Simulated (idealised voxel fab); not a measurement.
A process module follows: voxel capacitor over wiring.
Displayed cross-section: cut, width of 270 nm, square cells sized 5 nm.
We lay out every cross-section as a grid of square cells and spell it out in bands from the top down, where one band means one or more rows of cells. Within each band entry, the heights of the top and of the bottom of the band appear first, in that order and in nm; the materials of the band then follow from left to right, each with its corresponding width in nm. The designation "everywhere" on a single material indicates that it fills the band from edge to edge; the designation "blank" indicates empty space. Heights from 0 (as-received wafer is one material below). Bottom band endless downward, as "z 0 and below". Note: "30->40" means the width goes from the first number (top row of the band) to the second number (bottom row) in equal steps per row of cells. The cross-section has no changed cell in any step marked "no modifications". Empty spaces without an open route to the top, at least 8 cells in extent, make up the entry "Closed internal voids"; each is given as width x height at distance, where the distance is measured from the left edge, and all are in nm. That trailing text on a step's line, after the settings, is the simulator's own remark on the step. The "overlay nm" setting may appear on a step's line; for a step that uses a mask, it gives how far to the right of its planned position the mask lay, and a negative value indicates the left.
Process steps foreseen in the plan
1,RECEIVE (material Si)
2,CONFORMAL_DEP (material SiO2; thk nm 10)
3,CONFORMAL_DEP (material SiN; thk nm 5)
4,DIRECTIONAL_DEP (material SiO2; thk nm 20)
5,MASKED_ETCH (tone open; mask id METAL_1; width nm 20; pitch nm 85; etch materials SiO2; depth nm 20; overlay nm 0)
6,MASKED_ETCH (tone open; mask id METAL_1; width nm 20; pitch nm 85; etch materials SiN; depth nm 5; overlay nm 0)
7,CONFORMAL_DEP (material TiN; thk nm 5)
8,FILL_DEP (material Cu; thk nm 10)
9,CMP (height nm 35)
10,CONFORMAL_DEP (material SiCN; thk nm 5)
11,DIRECTIONAL_DEP (material lowk; thk nm 20)
12,DIRECTIONAL_DEP (material aC; thk nm 15)
13,PATTERN (tone open; mask id PLUG_1; material resist; width nm 15; thk nm 35; overlay nm -15)
14,DIRECTIONAL_ETCH (etch materials aC; depth nm 15)
15,STRIP (etch materials resist)
16,DIRECTIONAL_ETCH (etch materials lowk; depth nm 20)
17,DIRECTIONAL_ETCH (etch materials SiCN; depth nm 5)
18,STRIP (etch materials aC)
19,CONFORMAL_DEP (material TiN; thk nm 5)
20,FILL_DEP (material Ru; thk nm 5)
21,CMP (height nm 60)
22,DIRECTIONAL_DEP (material TiN; thk nm 10)
23,DIRECTIONAL_DEP (material HfO2; thk nm 5)
24,DIRECTIONAL_DEP (material TiN; thk nm 5)
25,DIRECTIONAL_DEP (material aC; thk nm 10)
26,PATTERN (tone cover; mask id UPPER_PLATE; material resist; width nm 70; thk nm 25; overlay nm 0)
27,DIRECTIONAL_ETCH (etch materials aC; depth nm 10)
28,STRIP (etch materials resist)
29,DIRECTIONAL_ETCH (etch materials TiN; depth nm 5)
30,DIRECTIONAL_ETCH (etch materials HfO2; depth nm 5)
31,STRIP (etch materials aC)
32,DIRECTIONAL_DEP (material aC; thk nm 15)
33,PATTERN (tone cover; mask id LOWER_PLATE; material resist; width nm 80; thk nm 30; overlay nm 0)
34,DIRECTIONAL_ETCH (etch materials aC; depth nm 15)
35,STRIP (etch materials resist)
36,DIRECTIONAL_ETCH (etch materials TiN; depth nm 10)
37,STRIP (etch materials aC)
38,FILL_DEP (material SiO2; thk nm 20)
39,CMP (height nm 95)
40,PATTERN (tone open; mask id PLUG_2; material resist; width nm 15; thk nm 15; overlay nm 0)
41,DIRECTIONAL_ETCH (etch materials SiO2; depth nm 15)
42,STRIP (etch materials resist)
43,CONFORMAL_DEP (material TiN; thk nm 5)
44,FILL_DEP (material Cu; thk nm 10)
45,CMP (height nm 95)
46,CONFORMAL_DEP (material SiCN; thk nm 5)
Variable across wafers: step 13 overlay nm (plan value is that of the first wafer; starting state common to all).
This is how the first of several wafers looked in cross-section when it arrived, which is after step 1
  z 0 and below = Si everywhere
  Closed internal voids: none
Wafer cross-section (first of several) - module end, post step 46 (last step)
  z 100 to 95 = SiCN everywhere
  z 95 to 85 = SiO2=95; TiN=5; Cu=5; TiN=5; SiO2=160
  z 85 to 75 = SiO2=95->85; TiN=15->70; SiO2=160->115
  z 75 to 70 = SiO2=85; HfO2=70; SiO2=115
  z 70 to 60 = SiO2=80; TiN=80; SiO2=110
  z 60 to 40 = lowk=70; TiN=5; Ru=5; TiN=5; lowk=185
  z 40 to 35 = SiCN=70; TiN=15; SiCN=185
  z 35 to 15 = SiO2=80; TiN=5; Cu=10; TiN=5; SiO2=65; TiN=5; Cu=10; TiN=5; SiO2=85
  z 15 to 10 = SiN=80; TiN=20; SiN=65; TiN=20; SiN=85
  z 10 to 0 = SiO2 everywhere
  z 0 and below = Si everywhere
  Closed internal voids: none
End of module: cross-section, last of several wafers
  z 100 to 95 = SiCN everywhere
  z 95 to 85 = SiO2=95; TiN=5; Cu=5; TiN=5; SiO2=160
  z 85 to 75 = SiO2=95->85; TiN=15->70; SiO2=160->115
  z 75 to 70 = SiO2=85; HfO2=70; SiO2=115
  z 70 to 60 = SiO2=80; TiN=80; SiO2=110
  z 60 to 40 = lowk=100; TiN=5; Ru=5; TiN=5; lowk=155
  z 40 to 35 = SiCN=100; TiN=15; SiCN=155
  z 35 to 15 = SiO2=80; TiN=5; Cu=10; TiN=5; SiO2=65; TiN=5; Cu=10; TiN=5; SiO2=85
  z 15 to 10 = SiN=80; TiN=20; SiN=65; TiN=20; SiN=85
  z 10 to 0 = SiO2 everywhere
  z 0 and below = Si everywhere
  Closed internal voids: none
Below: a row per wafer. Contents at end of module: for every material, cells gained since receipt (+) or lost since receipt (-); then closed voids
overlay nm -15 | +18 Cu | +14 HfO2 | +4 Ru | +105 SiCN | +46 SiN | +601 SiO2 | +88 TiN | +204 lowk | Closed internal voids: none
overlay nm -10 | +18 Cu | +14 HfO2 | +4 Ru | +105 SiCN | +46 SiN | +601 SiO2 | +88 TiN | +204 lowk | Closed internal voids: none
overlay nm -5 | +18 Cu | +14 HfO2 | +4 Ru | +105 SiCN | +46 SiN | +601 SiO2 | +88 TiN | +204 lowk | Closed internal voids: none
overlay nm 0 | +18 Cu | +14 HfO2 | +4 Ru | +105 SiCN | +46 SiN | +601 SiO2 | +88 TiN | +204 lowk | Closed internal voids: none
overlay nm 5 | +18 Cu | +14 HfO2 | +4 Ru | +105 SiCN | +46 SiN | +601 SiO2 | +88 TiN | +204 lowk | Closed internal voids: none
overlay nm 10 | +18 Cu | +14 HfO2 | +4 Ru | +105 SiCN | +46 SiN | +601 SiO2 | +88 TiN | +204 lowk | Closed internal voids: none
overlay nm 15 | +18 Cu | +14 HfO2 | +4 Ru | +105 SiCN | +46 SiN | +601 SiO2 | +88 TiN | +204 lowk | Closed internal voids: none
